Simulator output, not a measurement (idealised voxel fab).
process module | voxel released beams
cross-section cut | 165 nm wide | cells 5 nm
A cross-section is a grid of square cells, given in bands from the top down. A band is one or more rows of cells.
Each band's line starts with the height of the band's top and of its bottom, in nm. Then come its materials from left to right, each with its width in nm. One material with "throughout" fills the band from edge to edge. "air" is empty space.
Height 0 is the level under which the wafer as received is all one material. The lowest band goes on downwards, as in "0 down".
A width such as "30 to 40" changes by the same amount from each row of cells to the next, from the band's top row to its bottom row.
"no change" after a step means that no cell of the cross-section changed.
closed voids: empty space of 8 cells or more with no open way to the top, each as width x height at its distance from the left edge, in nm
after a step's settings: what the simulator itself notes on the step
overlay nm, on a step with a mask: how far to the right of its planned place the mask lay; to the left if negative
plan
1 op RECEIVE | material Si
2 op CONFORMAL_DEP | material Al2O3 | thk nm 5
3 op DIRECTIONAL_DEP | material SiO2 | thk nm 20
4 op PATTERN | tone open | mask id ANCHOR | material resist | width nm 35 | thk nm 15 | overlay nm 0
5 op DIRECTIONAL_ETCH | etch materials SiO2 | depth nm 20
6 op STRIP | etch materials resist
7 op CONFORMAL_DEP | material W | thk nm 10
8 op DIRECTIONAL_DEP | material aC | thk nm 10
9 op PATTERN | tone cover | mask id BEAM | material resist | width nm 120 | thk nm 30 | overlay nm 0
10 op DIRECTIONAL_ETCH | etch materials aC | depth nm 10
11 op STRIP | etch materials resist
12 op DIRECTIONAL_ETCH | etch materials W | depth nm 10
13 op STRIP | etch materials aC
14 op STRIP | etch materials SiO2
first wafer, as planned
as received, after step 1
  0 down: Si throughout
  closed voids: none
after step 2
  5 to 0: Al2O3 throughout
  below 0: unchanged
after step 3
  25 to 5: SiO2 throughout
  below 5: unchanged
after step 4
  40 to 25: resist 25 | air 35 | resist 105
  below 25: unchanged
after step 5
  40 to 25: resist 25 | air 35 | resist 105
  25 to 5: SiO2 25 | air 35 | SiO2 105
  below 5: unchanged
after step 6
  25 to 5: SiO2 25 | air 35 | SiO2 105
  below 5: unchanged
after step 7
  35 to 25: W 35 | air 15 | W 115
  25 to 15: SiO2 25 | W 10 | air 15 | W 10 | SiO2 105
  15 to 5: SiO2 25 | W 35 | SiO2 105
  below 5: unchanged
after step 8
  45 to 35: aC 35 | air 15 | aC 115
  35 to 25: W 35 | air 15 | W 115
  25 to 15: SiO2 25 | W 10 | aC 15 | W 10 | SiO2 105
  below 15: unchanged
after step 9
  75 to 45: air 20 | resist 120 | air 25
  45 to 35: aC 35 | resist 15 | aC 115
  35 to 25: W 35 | resist 15 | W 115
  below 25: unchanged
after step 10
  65 to 45: air 20 | resist 120 | air 25
  45 to 35: air 20 | aC 15 | resist 15 | aC 90 | air 25
  below 35: unchanged
after step 11
  45 to 35: air 20 | aC 15 | air 15 | aC 90 | air 25
  35 to 25: W 35 | air 15 | W 115
  below 25: unchanged
after step 12
  45 to 35: air 20 | aC 15 | air 15 | aC 90 | air 25
  35 to 25: air 20 | W 15 | air 15 | W 90 | air 25
  below 25: unchanged
after step 13
  35 to 25: air 20 | W 15 | air 15 | W 90 | air 25
  25 to 15: SiO2 25 | W 10 | air 15 | W 10 | SiO2 105
  below 15: unchanged
after step 14
  35 to 25: air 20 | W 15 | air 15 | W 90 | air 25
  25 to 15: air 25 | W 10 | air 15 | W 10 | air 105
  15 to 5: air 25 | W 35 | air 105
  below 5: unchanged
second wafer: like start, like plan, one mistake. Through step 1 it matches the first wafer
when step 2 should have ended: no change
when step 3 should have ended
  20 to 0: SiO2 throughout
  below 0: unchanged
when step 4 should have ended
  35 to 20: resist 25 | air 35 | resist 105
  below 20: unchanged
when step 5 should have ended
  35 to 20: resist 25 | air 35 | resist 105
  20 to 0: SiO2 25 | air 35 | SiO2 105
  below 0: unchanged
when step 6 should have ended
  20 to 0: SiO2 25 | air 35 | SiO2 105
  below 0: unchanged
when step 7 should have ended
  30 to 20: W 35 | air 15 | W 115
  20 to 10: SiO2 25 | W 10 | air 15 | W 10 | SiO2 105
  10 to 0: SiO2 25 | W 35 | SiO2 105
  below 0: unchanged
when step 8 should have ended
  40 to 30: aC 35 | air 15 | aC 115
  30 to 20: W 35 | air 15 | W 115
  20 to 10: SiO2 25 | W 10 | aC 15 | W 10 | SiO2 105
  below 10: unchanged
when step 9 should have ended
  70 to 40: air 20 | resist 120 | air 25
  40 to 30: aC 35 | resist 15 | aC 115
  30 to 20: W 35 | resist 15 | W 115
  below 20: unchanged
when step 10 should have ended
  60 to 40: air 20 | resist 120 | air 25
  40 to 30: air 20 | aC 15 | resist 15 | aC 90 | air 25
  below 30: unchanged
when step 11 should have ended
  40 to 30: air 20 | aC 15 | air 15 | aC 90 | air 25
  30 to 20: W 35 | air 15 | W 115
  below 20: unchanged
when step 12 should have ended
  40 to 30: air 20 | aC 15 | air 15 | aC 90 | air 25
  30 to 20: air 20 | W 15 | air 15 | W 90 | air 25
  below 20: unchanged
when step 13 should have ended
  30 to 20: air 20 | W 15 | air 15 | W 90 | air 25
  20 to 10: SiO2 25 | W 10 | air 15 | W 10 | SiO2 105
  below 10: unchanged
when step 14 should have ended
  30 to 20: air 20 | W 15 | air 15 | W 90 | air 25
  20 to 10: air 25 | W 10 | air 15 | W 10 | air 105
  10 to 0: air 25 | W 35 | air 105
  below 0: unchanged
what went wrong: step 2 was left out
at the end the second wafer has, in cells: 33 fewer of Al2O3
